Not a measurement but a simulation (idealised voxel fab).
Module name: voxel wiring stack (process module)
FYI the section here is cut, 220 nm wide, cells are 5 nm squares.
Cross-section layout: square cells on a grid; listed as bands, top to bottom; a band spans one or more cell rows.
Band: top height; bottom height; in nm. Then, left to right: material with width in nm, for each material. "all across": a single material spanning edge to edge. "air": empty space.
Heads up on the height convention: 0 is the point under which the incoming wafer is all one material, and the lowest band has no bottom, it just keeps going down, like "top 0, no bottom".
A width given as "30->40" starts at the first number in the band's top row and ends at the second number in its bottom row, shifting by an equal amount at every step from row to row.
A step reported as "remains unaltered" is a step in which no cell of the cross-section changed.
What "Voids lacking openings" gives you is every empty space of 8 cells or more that is cut off from the top. Each appears as width x height at distance, with the distance taken from the left edge and width, height and distance all in nm.
Post-settings text on a step line: simulator's own remark regarding the step.
The optional step-line setting "overlay nm" applies to steps with a mask and quantifies how far to the right of its planned location the mask lay, a negative value indicating leftward placement.

Planned process steps:
1. RECEIVE,material Si
2. CONFORMAL_DEP,material SiO2,thk nm 10
3. DIRECTIONAL_DEP,material TiN,thk nm 5
4. DIRECTIONAL_DEP,material Ru,thk nm 15
5. MASKED_ETCH,tone cover,mask id METAL_1,width nm 30,pitch nm 50,etch materials Ru,depth nm 15,overlay nm 0
6. MASKED_ETCH,tone cover,mask id METAL_1,width nm 30,pitch nm 50,etch materials TiN,depth nm 5,overlay nm 0
7. FILL_DEP,material lowk,thk nm 5
8. CMP,height nm 30
9. CONFORMAL_DEP,material SiCN,thk nm 5
10. DIRECTIONAL_DEP,material lowk,thk nm 10
11. MASKED_ETCH,tone open,mask id PLUG_1,width nm 15,pitch nm 50,etch materials lowk,depth nm 10,overlay nm 0
12. MASKED_ETCH,tone open,mask id PLUG_1,width nm 15,pitch nm 50,etch materials SiCN,depth nm 5,overlay nm 0
13. EPI,material Ru,thk nm 10
14. EPI,material Ru,thk nm 5
15. DIRECTIONAL_DEP,material TiN,thk nm 5
16. DIRECTIONAL_DEP,material Ru,thk nm 20
17. DIRECTIONAL_DEP,material aC,thk nm 10
18. PATTERN,tone cover,mask id METAL_2,material resist,width nm 30,pitch nm 50,thk nm 30,overlay nm 0
19. DIRECTIONAL_ETCH,etch materials aC,depth nm 10
20. STRIP,etch materials resist
21. DIRECTIONAL_ETCH,etch materials Ru,depth nm 20
22. DIRECTIONAL_ETCH,etch materials TiN,depth nm 5
23. STRIP,etch materials aC
24. CONFORMAL_DEP,material SiN,thk nm 5
25. FILL_DEP,material SiO2,thk nm 5
26. CMP,height nm 70
27. CONFORMAL_DEP,material SiCN,thk nm 5
28. DIRECTIONAL_DEP,material lowk,thk nm 20
29. PATTERN,tone open,mask id PLUG_2,material resist,width nm 15,pitch nm 50,thk nm 20,overlay nm 0
30. DIRECTIONAL_ETCH,etch materials lowk,depth nm 20
31. DIRECTIONAL_ETCH,etch materials SiCN,depth nm 5
32. STRIP,etch materials resist
33. EPI,material Ru,thk nm 10
34. EPI,material Ru,thk nm 10
35. EPI,material Ru,thk nm 5
36. CONFORMAL_DEP,material SiCN,thk nm 5
37. DIRECTIONAL_DEP,material lowk,thk nm 25
38. MASKED_ETCH,tone open,mask id METAL_3,width nm 30,pitch nm 50,etch materials lowk,depth nm 25,overlay nm 0
39. MASKED_ETCH,tone open,mask id METAL_3,width nm 30,pitch nm 50,etch materials SiCN,depth nm 5,overlay nm 0
40. CONFORMAL_DEP,material TiN,thk nm 5
41. FILL_DEP,material W,thk nm 5
42. CMP,height nm 125
43. EPI,material Ru,thk nm 5
44. FILL_DEP,material SiCN,thk nm 5

Of two wafers, the first: run according to plan:

Cross-section: wafer on arrival = after step 1:
	top 0, no bottom  Si all across
	Voids lacking openings: none

Cross-section of the wafer after step 2:
	top 10, bottom 0  SiO2 all across
	At heights below 0, the structure remains unaltered.

Cross-section of the wafer after step 3:
	top 15, bottom 10  TiN all across
	At heights below 10, the structure remains unaltered.

Cross-section of the wafer after step 4:
	top 30, bottom 15  Ru all across
	At heights below 15, the structure remains unaltered.

Cross-section of the wafer after step 5:
	top 30, bottom 15  air 45 nm; Ru 30 nm; air 20 nm; Ru 30 nm; air 20 nm; Ru 30 nm; air 45 nm
	At heights below 15, the structure remains unaltered.

Cross-section of the wafer after step 6:
	top 30, bottom 15  air 45 nm; Ru 30 nm; air 20 nm; Ru 30 nm; air 20 nm; Ru 30 nm; air 45 nm
	top 15, bottom 10  air 45 nm; TiN 30 nm; air 20 nm; TiN 30 nm; air 20 nm; TiN 30 nm; air 45 nm
	At heights below 10, the structure remains unaltered.

Cross-section of the wafer after step 7:
	top 35, bottom 30  lowk all across
	top 30, bottom 15  lowk 45 nm; Ru 30 nm; lowk 20 nm; Ru 30 nm; lowk 20 nm; Ru 30 nm; lowk 45 nm
	top 15, bottom 10  lowk 45 nm; TiN 30 nm; lowk 20 nm; TiN 30 nm; lowk 20 nm; TiN 30 nm; lowk 45 nm
	At heights below 10, the structure remains unaltered.

Cross-section of the wafer after step 8:
	top 30, bottom 15  lowk 45 nm; Ru 30 nm; lowk 20 nm; Ru 30 nm; lowk 20 nm; Ru 30 nm; lowk 45 nm
	At heights below 15, the structure remains unaltered.

Cross-section of the wafer after step 9:
	top 35, bottom 30  SiCN all across
	At heights below 30, the structure remains unaltered.

Cross-section of the wafer after step 10:
	top 45, bottom 35  lowk all across
	At heights below 35, the structure remains unaltered.

Cross-section of the wafer after step 11:
	top 45, bottom 35  lowk 45 nm; air 15 nm; lowk 35 nm; air 15 nm; lowk 35 nm; air 15 nm; lowk 60 nm
	At heights below 35, the structure remains unaltered.

Cross-section of the wafer after step 12:
	top 45, bottom 35  lowk 45 nm; air 15 nm; lowk 35 nm; air 15 nm; lowk 35 nm; air 15 nm; lowk 60 nm
	top 35, bottom 30  SiCN 45 nm; air 15 nm; SiCN 35 nm; air 15 nm; SiCN 35 nm; air 15 nm; SiCN 60 nm
	At heights below 30, the structure remains unaltered.

Cross-section of the wafer after step 13:
	top 45, bottom 40  lowk 45 nm; air 15 nm; lowk 35 nm; air 15 nm; lowk 35 nm; air 15 nm; lowk 60 nm
	top 40, bottom 35  lowk 45 nm; Ru 15 nm; lowk 35 nm; Ru 15 nm; lowk 35 nm; Ru 15 nm; lowk 60 nm
	top 35, bottom 30  SiCN 45 nm; Ru 15 nm; SiCN 35 nm; Ru 15 nm; SiCN 35 nm; Ru 15 nm; SiCN 60 nm
	At heights below 30, the structure remains unaltered.

Cross-section of the wafer after step 14:
	top 45, bottom 35  lowk 45 nm; Ru 15 nm; lowk 35 nm; Ru 15 nm; lowk 35 nm; Ru 15 nm; lowk 60 nm
	At heights below 35, the structure remains unaltered.

Cross-section of the wafer after step 15:
	top 50, bottom 45  TiN all across
	At heights below 45, the structure remains unaltered.

Cross-section of the wafer after step 16:
	top 70, bottom 50  Ru all across
	At heights below 50, the structure remains unaltered.

Cross-section of the wafer after step 17:
	top 80, bottom 70  aC all across
	At heights below 70, the structure remains unaltered.

Cross-section of the wafer after step 18:
	top 110, bottom 80  air 45 nm; resist 30 nm; air 20 nm; resist 30 nm; air 20 nm; resist 30 nm; air 45 nm
	At heights below 80, the structure remains unaltered.

Cross-section of the wafer after step 19:
	top 100, bottom 80  air 45 nm; resist 30 nm; air 20 nm; resist 30 nm; air 20 nm; resist 30 nm; air 45 nm
	top 80, bottom 70  air 45 nm; aC 30 nm; air 20 nm; aC 30 nm; air 20 nm; aC 30 nm; air 45 nm
	At heights below 70, the structure remains unaltered.

Cross-section of the wafer after step 20:
	top 80, bottom 70  air 45 nm; aC 30 nm; air 20 nm; aC 30 nm; air 20 nm; aC 30 nm; air 45 nm
	At heights below 70, the structure remains unaltered.

Cross-section of the wafer after step 21:
	top 80, bottom 70  air 45 nm; aC 30 nm; air 20 nm; aC 30 nm; air 20 nm; aC 30 nm; air 45 nm
	top 70, bottom 50  air 45 nm; Ru 30 nm; air 20 nm; Ru 30 nm; air 20 nm; Ru 30 nm; air 45 nm
	At heights below 50, the structure remains unaltered.

Cross-section of the wafer after step 22:
	top 80, bottom 70  air 45 nm; aC 30 nm; air 20 nm; aC 30 nm; air 20 nm; aC 30 nm; air 45 nm
	top 70, bottom 50  air 45 nm; Ru 30 nm; air 20 nm; Ru 30 nm; air 20 nm; Ru 30 nm; air 45 nm
	top 50, bottom 45  air 45 nm; TiN 30 nm; air 20 nm; TiN 30 nm; air 20 nm; TiN 30 nm; air 45 nm
	At heights below 45, the structure remains unaltered.

Cross-section of the wafer after step 23:
	top 70, bottom 50  air 45 nm; Ru 30 nm; air 20 nm; Ru 30 nm; air 20 nm; Ru 30 nm; air 45 nm
	At heights below 50, the structure remains unaltered.

Cross-section of the wafer after step 24:
	top 75, bottom 70  air 40 nm; SiN 40 nm; air 10 nm; SiN 40 nm; air 10 nm; SiN 40 nm; air 40 nm
	top 70, bottom 50  air 40 nm; SiN 5 nm; Ru 30 nm; SiN 5 nm; air 10 nm; SiN 5 nm; Ru 30 nm; SiN 5 nm; air 10 nm; SiN 5 nm; Ru 30 nm; SiN 5 nm; air 40 nm
	top 50, bottom 45  SiN 45 nm; TiN 30 nm; SiN 20 nm; TiN 30 nm; SiN 20 nm; TiN 30 nm; SiN 45 nm
	At heights below 45, the structure remains unaltered.

Cross-section of the wafer after step 25:
	top 80, bottom 75  SiO2 all across
	top 75, bottom 70  SiO2 40 nm; SiN 40 nm; SiO2 10 nm; SiN 40 nm; SiO2 10 nm; SiN 40 nm; SiO2 40 nm
	top 70, bottom 50  SiO2 40 nm; SiN 5 nm; Ru 30 nm; SiN 5 nm; SiO2 10 nm; SiN 5 nm; Ru 30 nm; SiN 5 nm; SiO2 10 nm; SiN 5 nm; Ru 30 nm; SiN 5 nm; SiO2 40 nm
	At heights below 50, the structure remains unaltered.

Cross-section of the wafer after step 26:
	top 70, bottom 50  SiO2 40 nm; SiN 5 nm; Ru 30 nm; SiN 5 nm; SiO2 10 nm; SiN 5 nm; Ru 30 nm; SiN 5 nm; SiO2 10 nm; SiN 5 nm; Ru 30 nm; SiN 5 nm; SiO2 40 nm
	At heights below 50, the structure remains unaltered.

Cross-section of the wafer after step 27:
	top 75, bottom 70  SiCN all across
	At heights below 70, the structure remains unaltered.

Cross-section of the wafer after step 28:
	top 95, bottom 75  lowk all across
	At heights below 75, the structure remains unaltered.

Cross-section of the wafer after step 29:
	top 115, bottom 95  resist 45 nm; air 15 nm; resist 35 nm; air 15 nm; resist 35 nm; air 15 nm; resist 60 nm
	At heights below 95, the structure remains unaltered.

Cross-section of the wafer after step 30:
	top 115, bottom 95  resist 45 nm; air 15 nm; resist 35 nm; air 15 nm; resist 35 nm; air 15 nm; resist 60 nm
	top 95, bottom 75  lowk 45 nm; air 15 nm; lowk 35 nm; air 15 nm; lowk 35 nm; air 15 nm; lowk 60 nm
	At heights below 75, the structure remains unaltered.

Cross-section of the wafer after step 31:
	top 115, bottom 95  resist 45 nm; air 15 nm; resist 35 nm; air 15 nm; resist 35 nm; air 15 nm; resist 60 nm
	top 95, bottom 75  lowk 45 nm; air 15 nm; lowk 35 nm; air 15 nm; lowk 35 nm; air 15 nm; lowk 60 nm
	top 75, bottom 70  SiCN 45 nm; air 15 nm; SiCN 35 nm; air 15 nm; SiCN 35 nm; air 15 nm; SiCN 60 nm
	At heights below 70, the structure remains unaltered.

Cross-section of the wafer after step 32:
	top 95, bottom 75  lowk 45 nm; air 15 nm; lowk 35 nm; air 15 nm; lowk 35 nm; air 15 nm; lowk 60 nm
	At heights below 75, the structure remains unaltered.

Cross-section of the wafer after step 33:
	top 95, bottom 80  lowk 45 nm; air 15 nm; lowk 35 nm; air 15 nm; lowk 35 nm; air 15 nm; lowk 60 nm
	top 80, bottom 75  lowk 45 nm; Ru 15 nm; lowk 35 nm; Ru 15 nm; lowk 35 nm; Ru 15 nm; lowk 60 nm
	top 75, bottom 70  SiCN 45 nm; Ru 15 nm; SiCN 35 nm; Ru 15 nm; SiCN 35 nm; Ru 15 nm; SiCN 60 nm
	At heights below 70, the structure remains unaltered.

Cross-section of the wafer after step 34:
	top 95, bottom 90  lowk 45 nm; air 15 nm; lowk 35 nm; air 15 nm; lowk 35 nm; air 15 nm; lowk 60 nm
	top 90, bottom 75  lowk 45 nm; Ru 15 nm; lowk 35 nm; Ru 15 nm; lowk 35 nm; Ru 15 nm; lowk 60 nm
	At heights below 75, the structure remains unaltered.

Cross-section of the wafer after step 35:
	top 95, bottom 75  lowk 45 nm; Ru 15 nm; lowk 35 nm; Ru 15 nm; lowk 35 nm; Ru 15 nm; lowk 60 nm
	At heights below 75, the structure remains unaltered.

Cross-section of the wafer after step 36:
	top 100, bottom 95  SiCN all across
	At heights below 95, the structure remains unaltered.

Cross-section of the wafer after step 37:
	top 125, bottom 100  lowk all across
	At heights below 100, the structure remains unaltered.

Cross-section of the wafer after step 38:
	top 125, bottom 100  lowk 45 nm; air 30 nm; lowk 20 nm; air 30 nm; lowk 20 nm; air 30 nm; lowk 45 nm
	At heights below 100, the structure remains unaltered.

Cross-section of the wafer after step 39:
	top 125, bottom 100  lowk 45 nm; air 30 nm; lowk 20 nm; air 30 nm; lowk 20 nm; air 30 nm; lowk 45 nm
	top 100, bottom 95  SiCN 45 nm; air 30 nm; SiCN 20 nm; air 30 nm; SiCN 20 nm; air 30 nm; SiCN 45 nm
	At heights below 95, the structure remains unaltered.

Cross-section of the wafer after step 40:
	top 130, bottom 125  TiN 50 nm; air 20 nm; TiN 30 nm; air 20 nm; TiN 30 nm; air 20 nm; TiN 50 nm
	top 125, bottom 100  lowk 45 nm; TiN 5 nm; air 20 nm; TiN 5 nm; lowk 20 nm; TiN 5 nm; air 20 nm; TiN 5 nm; lowk 20 nm; TiN 5 nm; air 20 nm; TiN 5 nm; lowk 45 nm
	top 100, bottom 95  SiCN 45 nm; TiN 30 nm; SiCN 20 nm; TiN 30 nm; SiCN 20 nm; TiN 30 nm; SiCN 45 nm
	At heights below 95, the structure remains unaltered.

Cross-section of the wafer after step 41:
	top 135, bottom 130  W all across
	top 130, bottom 125  TiN 50 nm; W 20 nm; TiN 30 nm; W 20 nm; TiN 30 nm; W 20 nm; TiN 50 nm
	top 125, bottom 100  lowk 45 nm; TiN 5 nm; W 20 nm; TiN 5 nm; lowk 20 nm; TiN 5 nm; W 20 nm; TiN 5 nm; lowk 20 nm; TiN 5 nm; W 20 nm; TiN 5 nm; lowk 45 nm
	At heights below 100, the structure remains unaltered.

Cross-section of the wafer after step 42:
	top 125, bottom 100  lowk 45 nm; TiN 5 nm; W 20 nm; TiN 5 nm; lowk 20 nm; TiN 5 nm; W 20 nm; TiN 5 nm; lowk 20 nm; TiN 5 nm; W 20 nm; TiN 5 nm; lowk 45 nm
	At heights below 100, the structure remains unaltered.

Cross-section of the wafer after step 43:
	top 130, bottom 125  air 40 nm; Ru 40 nm; air 10 nm; Ru 40 nm; air 10 nm; Ru 40 nm; air 40 nm
	At heights below 125, the structure remains unaltered.

Cross-section of the wafer after step 44:
	top 135, bottom 130  SiCN all across
	top 130, bottom 125  SiCN 40 nm; Ru 40 nm; SiCN 10 nm; Ru 40 nm; SiCN 10 nm; Ru 40 nm; SiCN 40 nm
	At heights below 125, the structure remains unaltered.

Second Wafer (Identical Start and Plan, One Processing Error; Matches First Wafer Through Step 37):

X-section, second wafer, when step 38 was due to finish:
	top 125, bottom 100  lowk 50 nm; air 25 nm; lowk 25 nm; air 25 nm; lowk 25 nm; air 25 nm; lowk 45 nm
	At heights below 100, the structure remains unaltered.

X-section, second wafer, when step 39 was due to finish:
	top 125, bottom 100  lowk 50 nm; air 25 nm; lowk 25 nm; air 25 nm; lowk 25 nm; air 25 nm; lowk 45 nm
	top 100, bottom 95  SiCN 50 nm; air 25 nm; SiCN 25 nm; air 25 nm; SiCN 25 nm; air 25 nm; SiCN 45 nm
	At heights below 95, the structure remains unaltered.

X-section, second wafer, when step 40 was due to finish:
	top 130, bottom 125  TiN 55 nm; air 15 nm; TiN 35 nm; air 15 nm; TiN 35 nm; air 15 nm; TiN 50 nm
	top 125, bottom 100  lowk 50 nm; TiN 5 nm; air 15 nm; TiN 5 nm; lowk 25 nm; TiN 5 nm; air 15 nm; TiN 5 nm; lowk 25 nm; TiN 5 nm; air 15 nm; TiN 5 nm; lowk 45 nm
	top 100, bottom 95  SiCN 50 nm; TiN 25 nm; SiCN 25 nm; TiN 25 nm; SiCN 25 nm; TiN 25 nm; SiCN 45 nm
	At heights below 95, the structure remains unaltered.

X-section, second wafer, when step 41 was due to finish:
	top 135, bottom 130  W all across
	top 130, bottom 125  TiN 55 nm; W 15 nm; TiN 35 nm; W 15 nm; TiN 35 nm; W 15 nm; TiN 50 nm
	top 125, bottom 100  lowk 50 nm; TiN 5 nm; W 15 nm; TiN 5 nm; lowk 25 nm; TiN 5 nm; W 15 nm; TiN 5 nm; lowk 25 nm; TiN 5 nm; W 15 nm; TiN 5 nm; lowk 45 nm
	At heights below 100, the structure remains unaltered.

X-section, second wafer, when step 42 was due to finish:
	top 125, bottom 100  lowk 50 nm; TiN 5 nm; W 15 nm; TiN 5 nm; lowk 25 nm; TiN 5 nm; W 15 nm; TiN 5 nm; lowk 25 nm; TiN 5 nm; W 15 nm; TiN 5 nm; lowk 45 nm
	At heights below 100, the structure remains unaltered.

X-section, second wafer, when step 43 was due to finish:
	top 130, bottom 125  air 45 nm; Ru 35 nm; air 15 nm; Ru 35 nm; air 15 nm; Ru 35 nm; air 40 nm
	At heights below 125, the structure remains unaltered.

X-section, second wafer, when step 44 was due to finish:
	top 135, bottom 130  SiCN all across
	top 130, bottom 125  SiCN 45 nm; Ru 35 nm; SiCN 15 nm; Ru 35 nm; SiCN 15 nm; Ru 35 nm; SiCN 40 nm
	At heights below 125, the structure remains unaltered.
Diagnosis: not per plan at step 38, really ran MASKED_ETCH,tone open,mask id METAL_3,width nm 25,pitch nm 50,etch materials lowk,depth nm 25,overlay nm 0
In the final state, the cell counts of the second wafer exceed or fall short of those of the first for the following materials: Ru -3, SiCN +6, TiN -3, W -15, lowk +15
